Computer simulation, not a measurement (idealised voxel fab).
process module | voxel self aligned contacts
cross-section cut | 270 nm wide | cells 5 nm
A cross-section is a grid of square cells, given in bands from the top down. A band is one or more rows of cells.
Each band's line starts with the height of the band's top and of its bottom, in nm. Then come its materials from left to right, each with its width in nm. One material with "throughout" fills the band from edge to edge. "air" is empty space.
Height 0 is the level under which the wafer as received is all one material. The lowest band goes on downwards, as in "0 down".
A width such as "30 to 40" changes by the same amount from each row of cells to the next, from the band's top row to its bottom row.
"no change" after a step means that no cell of the cross-section changed.
closed voids: empty space of 8 cells or more with no open way to the top, each as width x height at its distance from the left edge, in nm
after a step's settings: what the simulator itself notes on the step
overlay nm, on a step with a mask: how far to the right of its planned place the mask lay; to the left if negative
plan
1 op RECEIVE | material Si
2 op CONFORMAL_DEP | material SiO2 | thk nm 5
3 op DIRECTIONAL_DEP | material polySi | thk nm 25
4 op DIRECTIONAL_DEP | material SiN | thk nm 25
5 op DIRECTIONAL_DEP | material aC | thk nm 10
6 op PATTERN | tone cover | mask id GATE | material resist | width nm 30 | pitch nm 75 | thk nm 25 | overlay nm 0
7 op DIRECTIONAL_ETCH | etch materials aC | depth nm 10
8 op STRIP | etch materials resist
9 op DIRECTIONAL_ETCH | etch materials SiN | depth nm 25
10 op DIRECTIONAL_ETCH | etch materials polySi | depth nm 25
11 op STRIP | etch materials aC
12 op CONFORMAL_DEP | material SiN | thk nm 10
13 op DIRECTIONAL_ETCH | etch materials SiN | depth nm 10
14 op FILL_DEP | material SiO2 | thk nm 10
15 op CMP | height nm 60
16 op DIRECTIONAL_DEP | material aC | thk nm 10
17 op PATTERN | tone open | mask id CONTACT | material resist | width nm 55 | thk nm 30 | overlay nm 0
18 op DIRECTIONAL_ETCH | etch materials aC | depth nm 10
19 op STRIP | etch materials resist
20 op DIRECTIONAL_ETCH | etch materials SiO2 | depth nm 60
21 op STRIP | etch materials aC
22 op CONFORMAL_DEP | material TiN | thk nm 5
23 op FILL_DEP | material W | thk nm 5
24 op CMP | height nm 60
25 op CONFORMAL_DEP | material SiCN | thk nm 5
as received, after step 1
  0 down: Si throughout
  closed voids: none
first wafer at the end, as planned
  65 to 60: SiCN throughout
  60 to 55: SiO2 105 | TiN 20 | W 15 | TiN 20 | SiO2 110
  55 to 30: SiO2 70 | SiN 50 | TiN 5 | W 15 | TiN 5 | SiN 50 | SiO2 75
  30 to 5: SiO2 70 | SiN 10 | polySi 30 | SiN 10 | TiN 5 | W 15 | TiN 5 | SiN 10 | polySi 30 | SiN 10 | SiO2 75
  5 to 0: SiO2 120 | TiN 25 | SiO2 125
  0 down: Si throughout
  closed voids: none
second wafer at the end: like start, like plan, one mistake
  65 to 60: SiCN throughout
  60 to 55: SiO2 105 | TiN 15 | W 15 | TiN 25 | SiO2 110
  55 to 30: SiO2 65 | SiN 50 | TiN 5 | W 15 | TiN 5 | SiN 50 | SiO2 80
  30 to 5: SiO2 65 | SiN 10 | polySi 30 | SiN 10 | TiN 5 | W 15 | TiN 5 | SiN 10 | polySi 30 | SiN 10 | SiO2 80
  5 to 0: SiO2 115 | TiN 25 | SiO2 130
  0 down: Si throughout
  closed voids: none
what went wrong: step 6 ran as: op PATTERN | tone cover | mask id GATE | material resist | width nm 30 | pitch nm 75 | thk nm 25 | overlay nm -5
at the end the second wafer has, in cells: as many of each material as the first, in other places
